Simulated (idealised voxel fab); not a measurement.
The process module that follows is named voxel self aligned contacts.
The cross-section shown here is cut; it is 235 nm wide and divided into square cells measuring 5 nm on a side.
This document writes a cross-section as a grid whose cells are square, and gives it as bands, listed from the top down; one or more rows of cells form a band.
In this notation a band is specified by the heights of its top and bottom, in that order and in nm, after which its materials appear from left to right, each paired with its width in nm. The word "everywhere" attached to a single material means that material fills the band from edge to edge; the word "blank" stands for empty space.
A quick word on heights: they are counted from 0, and under that level the wafer as it came to us is one material throughout. The lowest band is different from the rest in having no bottom; it simply continues downward, written as in "0 nm and below".
Per-row width for "30 to 40": begins at first number (top row of band), ends at second number (bottom row), increment between rows held constant.
Reading "changes: none" for a step: not a cell of the cross-section changed in it.
Any empty space of 8 cells or more lacking an open way to the top shows up in "Unvented voids" as width x height at distance, distance from the left edge, in nm.
It should be noted that, on the line of a given step, the content following the step's settings is a remark produced by the simulator itself with respect to that step.
What "overlay nm" on a step's line means: if the step has a mask, that mask lay this far to the right of its planned place, or, when the value is negative, to the left.

Below is the list of planned process steps:
1,RECEIVE: material Si
2,CONFORMAL_DEP: material SiO2, thk nm 5
3,DIRECTIONAL_DEP: material polySi, thk nm 30
4,DIRECTIONAL_DEP: material SiN, thk nm 15
5,PATTERN: tone cover, mask id GATE, material resist, width nm 25, pitch nm 50, thk nm 20, overlay nm 0
6,DIRECTIONAL_ETCH: etch materials SiN, depth nm 15
7,DIRECTIONAL_ETCH: etch materials polySi, depth nm 30
8,STRIP: etch materials resist
9,CONFORMAL_DEP: material SiN, thk nm 5
10,DIRECTIONAL_ETCH: etch materials SiN, depth nm 5
11,FILL_DEP: material SiO2, thk nm 15
12,CMP: height nm 60
13,PATTERN: tone open, mask id CONTACT, material resist, width nm 35, pitch nm 50, thk nm 15, overlay nm 0
14,DIRECTIONAL_ETCH: etch materials SiO2, depth nm 60
15,STRIP: etch materials resist
16,CONFORMAL_DEP: material TiN, thk nm 5
17,FILL_DEP: material Ru, thk nm 10
18,CMP: height nm 60
19,CONFORMAL_DEP: material SiCN, thk nm 5

Below: the first of two wafers, run as planned:

Delivered wafer in cross-section: state after step 1:
	0 nm and below: Si everywhere
	Unvented voids: none

Wafer after step 2 (cross-section):
	5 nm to 0 nm: SiO2 everywhere
	Below 0, no change.

Wafer after step 3 (cross-section):
	35 nm to 5 nm: polySi everywhere
	Below 5, no change.

Wafer after step 4 (cross-section):
	50 nm to 35 nm: SiN everywhere
	Below 35, no change.

Wafer after step 5 (cross-section):
	70 nm to 50 nm: blank=55 / resist=25 / blank=25 / resist=25 / blank=25 / resist=25 / blank=55
	Below 50, no change.

Wafer after step 6 (cross-section):
	70 nm to 50 nm: blank=55 / resist=25 / blank=25 / resist=25 / blank=25 / resist=25 / blank=55
	50 nm to 35 nm: blank=55 / SiN=25 / blank=25 / SiN=25 / blank=25 / SiN=25 / blank=55
	Below 35, no change.

Wafer after step 7 (cross-section):
	70 nm to 50 nm: blank=55 / resist=25 / blank=25 / resist=25 / blank=25 / resist=25 / blank=55
	50 nm to 35 nm: blank=55 / SiN=25 / blank=25 / SiN=25 / blank=25 / SiN=25 / blank=55
	35 nm to 5 nm: blank=55 / polySi=25 / blank=25 / polySi=25 / blank=25 / polySi=25 / blank=55
	Below 5, no change.

Wafer after step 8 (cross-section):
	50 nm to 35 nm: blank=55 / SiN=25 / blank=25 / SiN=25 / blank=25 / SiN=25 / blank=55
	Below 35, no change.

Wafer after step 9 (cross-section):
	55 nm to 35 nm: blank=50 / SiN=35 / blank=15 / SiN=35 / blank=15 / SiN=35 / blank=50
	35 nm to 10 nm: blank=50 / SiN=5 / polySi=25 / SiN=5 / blank=15 / SiN=5 / polySi=25 / SiN=5 / blank=15 / SiN=5 / polySi=25 / SiN=5 / blank=50
	10 nm to 5 nm: SiN=55 / polySi=25 / SiN=25 / polySi=25 / SiN=25 / polySi=25 / SiN=55
	Below 5, no change.

Wafer after step 10 (cross-section):
	50 nm to 35 nm: blank=50 / SiN=35 / blank=15 / SiN=35 / blank=15 / SiN=35 / blank=50
	35 nm to 5 nm: blank=50 / SiN=5 / polySi=25 / SiN=5 / blank=15 / SiN=5 / polySi=25 / SiN=5 / blank=15 / SiN=5 / polySi=25 / SiN=5 / blank=50
	Below 5, no change.

Wafer after step 11 (cross-section):
	65 nm to 50 nm: SiO2 everywhere
	50 nm to 35 nm: SiO2=50 / SiN=35 / SiO2=15 / SiN=35 / SiO2=15 / SiN=35 / SiO2=50
	35 nm to 5 nm: SiO2=50 / SiN=5 / polySi=25 / SiN=5 / SiO2=15 / SiN=5 / polySi=25 / SiN=5 / SiO2=15 / SiN=5 / polySi=25 / SiN=5 / SiO2=50
	Below 5, no change.

Wafer after step 12 (cross-section):
	60 nm to 50 nm: SiO2 everywhere
	Below 50, no change.

Wafer after step 13 (cross-section):
	75 nm to 60 nm: resist=75 / blank=35 / resist=15 / blank=35 / resist=75
	Below 60, no change.

Wafer after step 14 (cross-section):
	75 nm to 60 nm: resist=75 / blank=35 / resist=15 / blank=35 / resist=75
	60 nm to 50 nm: SiO2=75 / blank=35 / SiO2=15 / blank=35 / SiO2=75
	50 nm to 35 nm: SiO2=50 / SiN=35 / blank=15 / SiN=35 / blank=15 / SiN=35 / SiO2=50
	35 nm to 5 nm: SiO2=50 / SiN=5 / polySi=25 / SiN=5 / blank=15 / SiN=5 / polySi=25 / SiN=5 / blank=15 / SiN=5 / polySi=25 / SiN=5 / SiO2=50
	5 nm to 0 nm: SiO2=85 / blank=15 / SiO2=35 / blank=15 / SiO2=85
	Below 0, no change.

Wafer after step 15 (cross-section):
	60 nm to 50 nm: SiO2=75 / blank=35 / SiO2=15 / blank=35 / SiO2=75
	Below 50, no change.

Wafer after step 16 (cross-section):
	65 nm to 60 nm: TiN=80 / blank=25 / TiN=25 / blank=25 / TiN=80
	60 nm to 50 nm: SiO2=75 / TiN=5 to 15 / blank=25 to 5 / TiN=5 to 15 / SiO2=15 / TiN=5 to 15 / blank=25 to 5 / TiN=5 to 15 / SiO2=75
	50 nm to 35 nm: SiO2=50 / SiN=35 / TiN=5 / blank=5 / TiN=5 / SiN=35 / TiN=5 / blank=5 / TiN=5 / SiN=35 / SiO2=50
	35 nm to 5 nm: SiO2=50 / SiN=5 / polySi=25 / SiN=5 / TiN=5 / blank=5 / TiN=5 / SiN=5 / polySi=25 / SiN=5 / TiN=5 / blank=5 / TiN=5 / SiN=5 / polySi=25 / SiN=5 / SiO2=50
	5 nm to 0 nm: SiO2=85 / TiN=15 / SiO2=35 / TiN=15 / SiO2=85
	Below 0, no change.

Wafer after step 17 (cross-section):
	75 nm to 65 nm: Ru everywhere
	65 nm to 60 nm: TiN=80 / Ru=25 / TiN=25 / Ru=25 / TiN=80
	60 nm to 50 nm: SiO2=75 / TiN=5 to 15 / Ru=25 to 5 / TiN=5 to 15 / SiO2=15 / TiN=5 to 15 / Ru=25 to 5 / TiN=5 to 15 / SiO2=75
	50 nm to 35 nm: SiO2=50 / SiN=35 / TiN=5 / Ru=5 / TiN=5 / SiN=35 / TiN=5 / Ru=5 / TiN=5 / SiN=35 / SiO2=50
	35 nm to 5 nm: SiO2=50 / SiN=5 / polySi=25 / SiN=5 / TiN=5 / Ru=5 / TiN=5 / SiN=5 / polySi=25 / SiN=5 / TiN=5 / Ru=5 / TiN=5 / SiN=5 / polySi=25 / SiN=5 / SiO2=50
	Below 5, no change.

Wafer after step 18 (cross-section):
	60 nm to 50 nm: SiO2=75 / TiN=5 to 15 / Ru=25 to 5 / TiN=5 to 15 / SiO2=15 / TiN=5 to 15 / Ru=25 to 5 / TiN=5 to 15 / SiO2=75
	Below 50, no change.

Wafer after step 19 (cross-section):
	65 nm to 60 nm: SiCN everywhere
	Below 60, no change.

Wafer two of the pair: same origin, same plan, one error during the run; identical to wafer one up to and including step 4:

Second wafer, cross-section, planned end of step 5:
	70 nm to 50 nm: blank=60 / resist=20 / blank=30 / resist=20 / blank=30 / resist=20 / blank=55
	Below 50, no change.

Second wafer, cross-section, planned end of step 6:
	70 nm to 50 nm: blank=60 / resist=20 / blank=30 / resist=20 / blank=30 / resist=20 / blank=55
	50 nm to 35 nm: blank=60 / SiN=20 / blank=30 / SiN=20 / blank=30 / SiN=20 / blank=55
	Below 35, no change.

Second wafer, cross-section, planned end of step 7:
	70 nm to 50 nm: blank=60 / resist=20 / blank=30 / resist=20 / blank=30 / resist=20 / blank=55
	50 nm to 35 nm: blank=60 / SiN=20 / blank=30 / SiN=20 / blank=30 / SiN=20 / blank=55
	35 nm to 5 nm: blank=60 / polySi=20 / blank=30 / polySi=20 / blank=30 / polySi=20 / blank=55
	Below 5, no change.

Second wafer, cross-section, planned end of step 8:
	50 nm to 35 nm: blank=60 / SiN=20 / blank=30 / SiN=20 / blank=30 / SiN=20 / blank=55
	Below 35, no change.

Second wafer, cross-section, planned end of step 9:
	55 nm to 35 nm: blank=55 / SiN=30 / blank=20 / SiN=30 / blank=20 / SiN=30 / blank=50
	35 nm to 10 nm: blank=55 / SiN=5 / polySi=20 / SiN=5 / blank=20 / SiN=5 / polySi=20 / SiN=5 / blank=20 / SiN=5 / polySi=20 / SiN=5 / blank=50
	10 nm to 5 nm: SiN=60 / polySi=20 / SiN=30 / polySi=20 / SiN=30 / polySi=20 / SiN=55
	Below 5, no change.

Second wafer, cross-section, planned end of step 10:
	50 nm to 35 nm: blank=55 / SiN=30 / blank=20 / SiN=30 / blank=20 / SiN=30 / blank=50
	35 nm to 5 nm: blank=55 / SiN=5 / polySi=20 / SiN=5 / blank=20 / SiN=5 / polySi=20 / SiN=5 / blank=20 / SiN=5 / polySi=20 / SiN=5 / blank=50
	Below 5, no change.

Second wafer, cross-section, planned end of step 11:
	65 nm to 50 nm: SiO2 everywhere
	50 nm to 35 nm: SiO2=55 / SiN=30 / SiO2=20 / SiN=30 / SiO2=20 / SiN=30 / SiO2=50
	35 nm to 5 nm: SiO2=55 / SiN=5 / polySi=20 / SiN=5 / SiO2=20 / SiN=5 / polySi=20 / SiN=5 / SiO2=20 / SiN=5 / polySi=20 / SiN=5 / SiO2=50
	Below 5, no change.

Second wafer, cross-section, planned end of step 12:
	60 nm to 50 nm: SiO2 everywhere
	Below 50, no change.

Second wafer, cross-section, planned end of step 13:
	75 nm to 60 nm: resist=75 / blank=35 / resist=15 / blank=35 / resist=75
	Below 60, no change.

Second wafer, cross-section, planned end of step 14:
	75 nm to 60 nm: resist=75 / blank=35 / resist=15 / blank=35 / resist=75
	60 nm to 50 nm: SiO2=75 / blank=35 / SiO2=15 / blank=35 / SiO2=75
	50 nm to 35 nm: SiO2=55 / SiN=30 / blank=20 / SiN=30 / blank=20 / SiN=30 / SiO2=50
	35 nm to 5 nm: SiO2=55 / SiN=5 / polySi=20 / SiN=5 / blank=20 / SiN=5 / polySi=20 / SiN=5 / blank=20 / SiN=5 / polySi=20 / SiN=5 / SiO2=50
	5 nm to 0 nm: SiO2=85 / blank=20 / SiO2=30 / blank=20 / SiO2=80
	Below 0, no change.

Second wafer, cross-section, planned end of step 15:
	60 nm to 50 nm: SiO2=75 / blank=35 / SiO2=15 / blank=35 / SiO2=75
	Below 50, no change.

Second wafer, cross-section, planned end of step 16:
	65 nm to 60 nm: TiN=80 / blank=25 / TiN=25 / blank=25 / TiN=80
	60 nm to 50 nm: SiO2=75 / TiN=5 to 15 / blank=25 to 10 / TiN=5 to 10 / SiO2=15 / TiN=5 to 15 / blank=25 to 10 / TiN=5 to 10 / SiO2=75
	50 nm to 35 nm: SiO2=55 / SiN=30 / TiN=5 / blank=10 / TiN=5 / SiN=30 / TiN=5 / blank=10 / TiN=5 / SiN=30 / SiO2=50
	35 nm to 5 nm: SiO2=55 / SiN=5 / polySi=20 / SiN=5 / TiN=5 / blank=10 / TiN=5 / SiN=5 / polySi=20 / SiN=5 / TiN=5 / blank=10 / TiN=5 / SiN=5 / polySi=20 / SiN=5 / SiO2=50
	5 nm to 0 nm: SiO2=85 / TiN=20 / SiO2=30 / TiN=20 / SiO2=80
	Below 0, no change.

Second wafer, cross-section, planned end of step 17:
	75 nm to 65 nm: Ru everywhere
	65 nm to 60 nm: TiN=80 / Ru=25 / TiN=25 / Ru=25 / TiN=80
	60 nm to 50 nm: SiO2=75 / TiN=5 to 15 / Ru=25 to 10 / TiN=5 to 10 / SiO2=15 / TiN=5 to 15 / Ru=25 to 10 / TiN=5 to 10 / SiO2=75
	50 nm to 35 nm: SiO2=55 / SiN=30 / TiN=5 / Ru=10 / TiN=5 / SiN=30 / TiN=5 / Ru=10 / TiN=5 / SiN=30 / SiO2=50
	35 nm to 5 nm: SiO2=55 / SiN=5 / polySi=20 / SiN=5 / TiN=5 / Ru=10 / TiN=5 / SiN=5 / polySi=20 / SiN=5 / TiN=5 / Ru=10 / TiN=5 / SiN=5 / polySi=20 / SiN=5 / SiO2=50
	Below 5, no change.

Second wafer, cross-section, planned end of step 18:
	60 nm to 50 nm: SiO2=75 / TiN=5 to 15 / Ru=25 to 10 / TiN=5 to 10 / SiO2=15 / TiN=5 to 15 / Ru=25 to 10 / TiN=5 to 10 / SiO2=75
	Below 50, no change.

Second wafer, cross-section, planned end of step 19:
	65 nm to 60 nm: SiCN everywhere
	Below 60, no change.
Want to know what went wrong? step 5 was not run as planned; what actually ran was PATTERN: tone cover, mask id GATE, material resist, width nm 20, pitch nm 50, thk nm 20, overlay nm 0
FYI, end of process, the second wafer has more or fewer cells of some materials than the first: +20 Ru; -9 SiN; +7 SiO2; -18 polySi
